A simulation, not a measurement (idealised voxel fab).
Herein follows the process module entitled voxel wiring stack.
The cross-section on display is named cut; it measures 260 nm wide, and its cells are 5 nm squares.
In this document a cross-section is written as a grid of square cells. It is given as a series of bands, listed from the top down, and a band is one or more rows of cells. Within each band entry, the heights of the top and of the bottom of the band appear first, in that order and in nm; the materials of the band then follow from left to right, each with its corresponding width in nm. The designation "full width" on a single material indicates that it fills the band from edge to edge; the designation "air" indicates empty space. Where do heights start? At 0: under that level the wafer as delivered is made of one material only. And the lowest band has no floor; it just carries on downward, as in "0 nm and below". It should be noted that a width expressed as "30 to 40" varies in equal increments from row to row of cells within the band, taking the value of the first number at the top row and that of the second number at the bottom row. "changes: none" after a step means that no cell of the cross-section changed. "Entrapped void list" specifies each empty space that is not open to the top and that occupies no fewer than 8 cells, using the form width x height at distance, the distance measured from the left edge and all three quantities in nm. It should be noted that, on the line of a given step, the content following the step's settings is a remark produced by the simulator itself with respect to that step. A step's line can hold "overlay nm"; with a mask on that step, the setting says how far right of the planned place the mask lay, while a negative setting says it lay to the left.

-- List of planned process steps
1. RECEIVE with material Si
2. CONFORMAL_DEP with material SiO2, thk nm 10
3. CONFORMAL_DEP with material SiCN, thk nm 5
4. DIRECTIONAL_DEP with material lowk, thk nm 20
5. PATTERN with tone open, mask id METAL_1, material resist, width nm 30, pitch nm 55, thk nm 15, overlay nm 0
6. DIRECTIONAL_ETCH with etch materials lowk, depth nm 20
7. DIRECTIONAL_ETCH with etch materials SiCN, depth nm 5
8. STRIP with etch materials resist
9. CONFORMAL_DEP with material TiN, thk nm 5
10. FILL_DEP with material W, thk nm 5
11. CMP with height nm 35
12. CONFORMAL_DEP with material SiCN, thk nm 5
13. DIRECTIONAL_DEP with material SiO2, thk nm 30
14. PATTERN with tone open, mask id METAL_2, material resist, width nm 30, pitch nm 55, thk nm 15, overlay nm 0
15. DIRECTIONAL_ETCH with etch materials SiO2, depth nm 15
16. STRIP with etch materials resist
17. DIRECTIONAL_DEP with material aC, thk nm 15
18. PATTERN with tone open, mask id METAL_2_HOLES, material resist, width nm 15, pitch nm 110, thk nm 30, overlay nm 0
19. DIRECTIONAL_ETCH with etch materials aC, depth nm 15
20. STRIP with etch materials resist
21. DIRECTIONAL_ETCH with etch materials SiO2, depth nm 15
22. DIRECTIONAL_ETCH with etch materials SiCN, depth nm 5
23. STRIP with etch materials aC
24. CONFORMAL_DEP with material TiN, thk nm 5
25. FILL_DEP with material Ru, thk nm 5
26. CMP with height nm 70
27. CONFORMAL_DEP with material SiCN, thk nm 5

-- The first of a set of two wafers, run to plan

-- Incoming wafer, cross-sectional view, post step 1
> 0 nm and below = Si full width
> Entrapped void list: none

-- So this is the wafer cross-section right after step 2
> 10 nm to 0 nm = SiO2 full width
> No changes below 0.

-- So this is the wafer cross-section right after step 3
> 15 nm to 10 nm = SiCN full width
> No changes below 10.

-- So this is the wafer cross-section right after step 4
> 35 nm to 15 nm = lowk full width
> No changes below 15.

-- So this is the wafer cross-section right after step 5
> 50 nm to 35 nm = 60 resist | 30 air | 25 resist | 30 air | 25 resist | 30 air | 60 resist
> No changes below 35.

-- So this is the wafer cross-section right after step 6
> 50 nm to 35 nm = 60 resist | 30 air | 25 resist | 30 air | 25 resist | 30 air | 60 resist
> 35 nm to 15 nm = 60 lowk | 30 air | 25 lowk | 30 air | 25 lowk | 30 air | 60 lowk
> No changes below 15.

-- So this is the wafer cross-section right after step 7
> 50 nm to 35 nm = 60 resist | 30 air | 25 resist | 30 air | 25 resist | 30 air | 60 resist
> 35 nm to 15 nm = 60 lowk | 30 air | 25 lowk | 30 air | 25 lowk | 30 air | 60 lowk
> 15 nm to 10 nm = 60 SiCN | 30 air | 25 SiCN | 30 air | 25 SiCN | 30 air | 60 SiCN
> No changes below 10.

-- So this is the wafer cross-section right after step 8
> 35 nm to 15 nm = 60 lowk | 30 air | 25 lowk | 30 air | 25 lowk | 30 air | 60 lowk
> No changes below 15.

-- So this is the wafer cross-section right after step 9
> 40 nm to 35 nm = 65 TiN | 20 air | 35 TiN | 20 air | 35 TiN | 20 air | 65 TiN
> 35 nm to 15 nm = 60 lowk | 5 TiN | 20 air | 5 TiN | 25 lowk | 5 TiN | 20 air | 5 TiN | 25 lowk | 5 TiN | 20 air | 5 TiN | 60 lowk
> 15 nm to 10 nm = 60 SiCN | 30 TiN | 25 SiCN | 30 TiN | 25 SiCN | 30 TiN | 60 SiCN
> No changes below 10.

-- So this is the wafer cross-section right after step 10
> 45 nm to 40 nm = W full width
> 40 nm to 35 nm = 65 TiN | 20 W | 35 TiN | 20 W | 35 TiN | 20 W | 65 TiN
> 35 nm to 15 nm = 60 lowk | 5 TiN | 20 W | 5 TiN | 25 lowk | 5 TiN | 20 W | 5 TiN | 25 lowk | 5 TiN | 20 W | 5 TiN | 60 lowk
> No changes below 15.

-- So this is the wafer cross-section right after step 11
> 35 nm to 15 nm = 60 lowk | 5 TiN | 20 W | 5 TiN | 25 lowk | 5 TiN | 20 W | 5 TiN | 25 lowk | 5 TiN | 20 W | 5 TiN | 60 lowk
> No changes below 15.

-- So this is the wafer cross-section right after step 12
> 40 nm to 35 nm = SiCN full width
> No changes below 35.

-- So this is the wafer cross-section right after step 13
> 70 nm to 40 nm = SiO2 full width
> No changes below 40.

-- So this is the wafer cross-section right after step 14
> 85 nm to 70 nm = 60 resist | 30 air | 25 resist | 30 air | 25 resist | 30 air | 60 resist
> No changes below 70.

-- So this is the wafer cross-section right after step 15
> 85 nm to 70 nm = 60 resist | 30 air | 25 resist | 30 air | 25 resist | 30 air | 60 resist
> 70 nm to 55 nm = 60 SiO2 | 30 air | 25 SiO2 | 30 air | 25 SiO2 | 30 air | 60 SiO2
> No changes below 55.

-- So this is the wafer cross-section right after step 16
> 70 nm to 55 nm = 60 SiO2 | 30 air | 25 SiO2 | 30 air | 25 SiO2 | 30 air | 60 SiO2
> No changes below 55.

-- So this is the wafer cross-section right after step 17
> 85 nm to 70 nm = 60 aC | 30 air | 25 aC | 30 air | 25 aC | 30 air | 60 aC
> 70 nm to 55 nm = 60 SiO2 | 30 aC | 25 SiO2 | 30 aC | 25 SiO2 | 30 aC | 60 SiO2
> No changes below 55.

-- So this is the wafer cross-section right after step 18
> 115 nm to 85 nm = 60 resist | 15 air | 95 resist | 15 air | 75 resist
> 85 nm to 70 nm = 60 aC | 15 air | 15 resist | 25 aC | 30 resist | 25 aC | 15 air | 15 resist | 60 aC
> No changes below 70.

-- So this is the wafer cross-section right after step 19
> 100 nm to 85 nm = 60 resist | 15 air | 95 resist | 15 air | 75 resist
> 85 nm to 70 nm = 60 aC | 15 air | 15 resist | 25 aC | 30 resist | 25 aC | 15 air | 15 resist | 60 aC
> 70 nm to 55 nm = 60 SiO2 | 15 air | 15 aC | 25 SiO2 | 30 aC | 25 SiO2 | 15 air | 15 aC | 60 SiO2
> No changes below 55.

-- So this is the wafer cross-section right after step 20
> 85 nm to 70 nm = 60 aC | 30 air | 25 aC | 30 air | 25 aC | 30 air | 60 aC
> No changes below 70.

-- So this is the wafer cross-section right after step 21
> 85 nm to 70 nm = 60 aC | 30 air | 25 aC | 30 air | 25 aC | 30 air | 60 aC
> 70 nm to 55 nm = 60 SiO2 | 15 air | 15 aC | 25 SiO2 | 30 aC | 25 SiO2 | 15 air | 15 aC | 60 SiO2
> 55 nm to 40 nm = 60 SiO2 | 15 air | 95 SiO2 | 15 air | 75 SiO2
> No changes below 40.

-- So this is the wafer cross-section right after step 22
> 85 nm to 70 nm = 60 aC | 30 air | 25 aC | 30 air | 25 aC | 30 air | 60 aC
> 70 nm to 55 nm = 60 SiO2 | 15 air | 15 aC | 25 SiO2 | 30 aC | 25 SiO2 | 15 air | 15 aC | 60 SiO2
> 55 nm to 40 nm = 60 SiO2 | 15 air | 95 SiO2 | 15 air | 75 SiO2
> 40 nm to 35 nm = 60 SiCN | 15 air | 95 SiCN | 15 air | 75 SiCN
> No changes below 35.

-- So this is the wafer cross-section right after step 23
> 70 nm to 55 nm = 60 SiO2 | 30 air | 25 SiO2 | 30 air | 25 SiO2 | 30 air | 60 SiO2
> No changes below 55.

-- So this is the wafer cross-section right after step 24
> 75 nm to 70 nm = 65 TiN | 20 air | 35 TiN | 20 air | 35 TiN | 20 air | 65 TiN
> 70 nm to 60 nm = 60 SiO2 | 5 TiN | 20 air | 5 TiN | 25 SiO2 | 5 TiN | 20 air | 5 TiN | 25 SiO2 | 5 TiN | 20 air | 5 TiN | 60 SiO2
> 60 nm to 55 nm = 60 SiO2 | 5 TiN | 5 air | 20 TiN | 25 SiO2 | 30 TiN | 25 SiO2 | 5 TiN | 5 air | 20 TiN | 60 SiO2
> 55 nm to 40 nm = 60 SiO2 | 5 TiN | 5 air | 5 TiN | 95 SiO2 | 5 TiN | 5 air | 5 TiN | 75 SiO2
> 40 nm to 35 nm = 60 SiCN | 15 TiN | 95 SiCN | 15 TiN | 75 SiCN
> No changes below 35.

-- So this is the wafer cross-section right after step 25
> 80 nm to 75 nm = Ru full width
> 75 nm to 70 nm = 65 TiN | 20 Ru | 35 TiN | 20 Ru | 35 TiN | 20 Ru | 65 TiN
> 70 nm to 60 nm = 60 SiO2 | 5 TiN | 20 Ru | 5 TiN | 25 SiO2 | 5 TiN | 20 Ru | 5 TiN | 25 SiO2 | 5 TiN | 20 Ru | 5 TiN | 60 SiO2
> 60 nm to 55 nm = 60 SiO2 | 5 TiN | 5 Ru | 20 TiN | 25 SiO2 | 30 TiN | 25 SiO2 | 5 TiN | 5 Ru | 20 TiN | 60 SiO2
> 55 nm to 40 nm = 60 SiO2 | 5 TiN | 5 Ru | 5 TiN | 95 SiO2 | 5 TiN | 5 Ru | 5 TiN | 75 SiO2
> No changes below 40.

-- So this is the wafer cross-section right after step 26
> 70 nm to 60 nm = 60 SiO2 | 5 TiN | 20 Ru | 5 TiN | 25 SiO2 | 5 TiN | 20 Ru | 5 TiN | 25 SiO2 | 5 TiN | 20 Ru | 5 TiN | 60 SiO2
> No changes below 60.

-- So this is the wafer cross-section right after step 27
> 75 nm to 70 nm = SiCN full width
> No changes below 70.

-- Second wafer, same starting state and plan as the first, one mistake in the run, identical through step 2

Planned end of step 3: second wafer, cross-section: changes: none

-- Planned end of step 4: second wafer, cross-section
> 30 nm to 10 nm = lowk full width
> No changes below 10.

-- Planned end of step 5: second wafer, cross-section
> 45 nm to 30 nm = 60 resist | 30 air | 25 resist | 30 air | 25 resist | 30 air | 60 resist
> No changes below 30.

-- Planned end of step 6: second wafer, cross-section
> 45 nm to 30 nm = 60 resist | 30 air | 25 resist | 30 air | 25 resist | 30 air | 60 resist
> 30 nm to 10 nm = 60 lowk | 30 air | 25 lowk | 30 air | 25 lowk | 30 air | 60 lowk
> No changes below 10.

Planned end of step 7: second wafer, cross-section: changes: none

-- Planned end of step 8: second wafer, cross-section
> 30 nm to 10 nm = 60 lowk | 30 air | 25 lowk | 30 air | 25 lowk | 30 air | 60 lowk
> No changes below 10.

-- Planned end of step 9: second wafer, cross-section
> 35 nm to 30 nm = 65 TiN | 20 air | 35 TiN | 20 air | 35 TiN | 20 air | 65 TiN
> 30 nm to 15 nm = 60 lowk | 5 TiN | 20 air | 5 TiN | 25 lowk | 5 TiN | 20 air | 5 TiN | 25 lowk | 5 TiN | 20 air | 5 TiN | 60 lowk
> 15 nm to 10 nm = 60 lowk | 30 TiN | 25 lowk | 30 TiN | 25 lowk | 30 TiN | 60 lowk
> No changes below 10.

-- Planned end of step 10: second wafer, cross-section
> 40 nm to 35 nm = W full width
> 35 nm to 30 nm = 65 TiN | 20 W | 35 TiN | 20 W | 35 TiN | 20 W | 65 TiN
> 30 nm to 15 nm = 60 lowk | 5 TiN | 20 W | 5 TiN | 25 lowk | 5 TiN | 20 W | 5 TiN | 25 lowk | 5 TiN | 20 W | 5 TiN | 60 lowk
> No changes below 15.

-- Planned end of step 11: second wafer, cross-section
> 35 nm to 30 nm = 65 TiN | 20 W | 35 TiN | 20 W | 35 TiN | 20 W | 65 TiN
> No changes below 30.

-- Planned end of step 12: second wafer, cross-section
> 40 nm to 35 nm = SiCN full width
> No changes below 35.

-- Planned end of step 13: second wafer, cross-section
> 70 nm to 40 nm = SiO2 full width
> No changes below 40.

-- Planned end of step 14: second wafer, cross-section
> 85 nm to 70 nm = 60 resist | 30 air | 25 resist | 30 air | 25 resist | 30 air | 60 resist
> No changes below 70.

-- Planned end of step 15: second wafer, cross-section
> 85 nm to 70 nm = 60 resist | 30 air | 25 resist | 30 air | 25 resist | 30 air | 60 resist
> 70 nm to 55 nm = 60 SiO2 | 30 air | 25 SiO2 | 30 air | 25 SiO2 | 30 air | 60 SiO2
> No changes below 55.

-- Planned end of step 16: second wafer, cross-section
> 70 nm to 55 nm = 60 SiO2 | 30 air | 25 SiO2 | 30 air | 25 SiO2 | 30 air | 60 SiO2
> No changes below 55.

-- Planned end of step 17: second wafer, cross-section
> 85 nm to 70 nm = 60 aC | 30 air | 25 aC | 30 air | 25 aC | 30 air | 60 aC
> 70 nm to 55 nm = 60 SiO2 | 30 aC | 25 SiO2 | 30 aC | 25 SiO2 | 30 aC | 60 SiO2
> No changes below 55.

-- Planned end of step 18: second wafer, cross-section
> 115 nm to 85 nm = 60 resist | 15 air | 95 resist | 15 air | 75 resist
> 85 nm to 70 nm = 60 aC | 15 air | 15 resist | 25 aC | 30 resist | 25 aC | 15 air | 15 resist | 60 aC
> No changes below 70.

-- Planned end of step 19: second wafer, cross-section
> 100 nm to 85 nm = 60 resist | 15 air | 95 resist | 15 air | 75 resist
> 85 nm to 70 nm = 60 aC | 15 air | 15 resist | 25 aC | 30 resist | 25 aC | 15 air | 15 resist | 60 aC
> 70 nm to 55 nm = 60 SiO2 | 15 air | 15 aC | 25 SiO2 | 30 aC | 25 SiO2 | 15 air | 15 aC | 60 SiO2
> No changes below 55.

-- Planned end of step 20: second wafer, cross-section
> 85 nm to 70 nm = 60 aC | 30 air | 25 aC | 30 air | 25 aC | 30 air | 60 aC
> No changes below 70.

-- Planned end of step 21: second wafer, cross-section
> 85 nm to 70 nm = 60 aC | 30 air | 25 aC | 30 air | 25 aC | 30 air | 60 aC
> 70 nm to 55 nm = 60 SiO2 | 15 air | 15 aC | 25 SiO2 | 30 aC | 25 SiO2 | 15 air | 15 aC | 60 SiO2
> 55 nm to 40 nm = 60 SiO2 | 15 air | 95 SiO2 | 15 air | 75 SiO2
> No changes below 40.

-- Planned end of step 22: second wafer, cross-section
> 85 nm to 70 nm = 60 aC | 30 air | 25 aC | 30 air | 25 aC | 30 air | 60 aC
> 70 nm to 55 nm = 60 SiO2 | 15 air | 15 aC | 25 SiO2 | 30 aC | 25 SiO2 | 15 air | 15 aC | 60 SiO2
> 55 nm to 40 nm = 60 SiO2 | 15 air | 95 SiO2 | 15 air | 75 SiO2
> 40 nm to 35 nm = 60 SiCN | 15 air | 95 SiCN | 15 air | 75 SiCN
> No changes below 35.

-- Planned end of step 23: second wafer, cross-section
> 70 nm to 55 nm = 60 SiO2 | 30 air | 25 SiO2 | 30 air | 25 SiO2 | 30 air | 60 SiO2
> No changes below 55.

-- Planned end of step 24: second wafer, cross-section
> 75 nm to 70 nm = 65 TiN | 20 air | 35 TiN | 20 air | 35 TiN | 20 air | 65 TiN
> 70 nm to 60 nm = 60 SiO2 | 5 TiN | 20 air | 5 TiN | 25 SiO2 | 5 TiN | 20 air | 5 TiN | 25 SiO2 | 5 TiN | 20 air | 5 TiN | 60 SiO2
> 60 nm to 55 nm = 60 SiO2 | 5 TiN | 5 air | 20 TiN | 25 SiO2 | 30 TiN | 25 SiO2 | 5 TiN | 5 air | 20 TiN | 60 SiO2
> 55 nm to 40 nm = 60 SiO2 | 5 TiN | 5 air | 5 TiN | 95 SiO2 | 5 TiN | 5 air | 5 TiN | 75 SiO2
> 40 nm to 35 nm = 60 SiCN | 15 TiN | 95 SiCN | 15 TiN | 75 SiCN
> No changes below 35.

-- Planned end of step 25: second wafer, cross-section
> 80 nm to 75 nm = Ru full width
> 75 nm to 70 nm = 65 TiN | 20 Ru | 35 TiN | 20 Ru | 35 TiN | 20 Ru | 65 TiN
> 70 nm to 60 nm = 60 SiO2 | 5 TiN | 20 Ru | 5 TiN | 25 SiO2 | 5 TiN | 20 Ru | 5 TiN | 25 SiO2 | 5 TiN | 20 Ru | 5 TiN | 60 SiO2
> 60 nm to 55 nm = 60 SiO2 | 5 TiN | 5 Ru | 20 TiN | 25 SiO2 | 30 TiN | 25 SiO2 | 5 TiN | 5 Ru | 20 TiN | 60 SiO2
> 55 nm to 40 nm = 60 SiO2 | 5 TiN | 5 Ru | 5 TiN | 95 SiO2 | 5 TiN | 5 Ru | 5 TiN | 75 SiO2
> No changes below 40.

-- Planned end of step 26: second wafer, cross-section
> 70 nm to 60 nm = 60 SiO2 | 5 TiN | 20 Ru | 5 TiN | 25 SiO2 | 5 TiN | 20 Ru | 5 TiN | 25 SiO2 | 5 TiN | 20 Ru | 5 TiN | 60 SiO2
> No changes below 60.

-- Planned end of step 27: second wafer, cross-section
> 75 nm to 70 nm = SiCN full width
> No changes below 70.
Finding, execution versus plan: yeah, step 3 of the plan got skipped, never ran
Final cells, second wafer relative to first, materials higher or lower: SiCN: 34 fewer, TiN: 34 more
